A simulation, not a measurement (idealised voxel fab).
Documented hereafter: the process module known as voxel lift off.
Square cell edge 5 nm, section width 175 nm, ID cut.
How to read a cross-section here: the picture is a grid of square cells, written as bands going from the top down, and any band can span one or more rows of cells.
Heights first: top, then bottom, in nm. Then materials, left to right, each with a width in nm. "everywhere" on a single material: fills the band edge to edge. "air": empty space.
Below 0: as-received wafer, all one material; heights counted from there. Lowest band: no bottom, goes on down, written "0 nm and below".
It should be noted that a width expressed as "30..40" varies in equal increments from row to row of cells within the band, taking the value of the first number at the top row and that of the second number at the bottom row.
The cross-section has no changed cell in any step marked "same as before".
"Closed internal cavities" enumerates empty spaces isolated from the top, with no open way to it, that contain at least 8 cells, giving each as width x height at distance from the left edge, all three in nm.
On each step's line, the part that comes after the settings is the simulator's own comment on the step.
The optional step-line setting "overlay nm" applies to steps with a mask and quantifies how far to the right of its planned location the mask lay, a negative value indicating leftward placement.

Steps in the process plan:
| 1 | RECEIVE,material Si |
| 2 | CONFORMAL_DEP,material SiO2,thk nm 15 |
| 3 | PATTERN,tone open,mask id LINES,material resist,width nm 30,pitch nm 45,thk nm 30,overlay nm -15 |
| 4 | DIRECTIONAL_DEP,material Ru,thk nm 15 |
| 5 | STRIP,etch materials resist |
| 6 | CONFORMAL_DEP,material SiO2,thk nm 5 |
Where the wafers of this document differ is in the overlay nm of step 3; they start out the same, and the plan states the value that applied to the first wafer.

Cut through the first of several wafers as received, post step 1:
- 0 nm and below  Si everywhere
- Closed internal cavities: none

The cross-section of the first of several wafers is given below for the end of the module, after its final step, step 6:
- 35 nm to 30 nm  air 30  SiO2 40  air 5  SiO2 40  air 60
- 30 nm to 20 nm  air 30  SiO2 5  Ru 30  SiO2 5  air 5  SiO2 5  Ru 30  SiO2 5  air 60
- 20 nm to 15 nm  SiO2 35  Ru 30  SiO2 15  Ru 30  SiO2 65
- 15 nm to 0 nm  SiO2 everywhere
- 0 nm and below  Si everywhere
- Closed internal cavities: none

The module's end: a cross-section of the last wafer:
- 35 nm to 30 nm  air 60  SiO2 40  air 5  SiO2 40  air 30
- 30 nm to 20 nm  air 60  SiO2 5  Ru 30  SiO2 5  air 5  SiO2 5  Ru 30  SiO2 5  air 30
- 20 nm to 15 nm  SiO2 65  Ru 30  SiO2 15  Ru 30  SiO2 35
- 15 nm to 0 nm  SiO2 everywhere
- 0 nm and below  Si everywhere
- Closed internal cavities: none

Below: a row per wafer. Contents at end of module: for every material, cells gained since receipt (+) or lost since receipt (-); then closed voids:
overlay nm -15 | +36 Ru | +152 SiO2 | Closed internal cavities: none
overlay nm -10 | +36 Ru | +152 SiO2 | Closed internal cavities: none
overlay nm -5 | +36 Ru | +152 SiO2 | Closed internal cavities: none
overlay nm 0 | +36 Ru | +152 SiO2 | Closed internal cavities: none
overlay nm 5 | +36 Ru | +152 SiO2 | Closed internal cavities: none
overlay nm 10 | +36 Ru | +152 SiO2 | Closed internal cavities: none
overlay nm 15 | +36 Ru | +152 SiO2 | Closed internal cavities: none
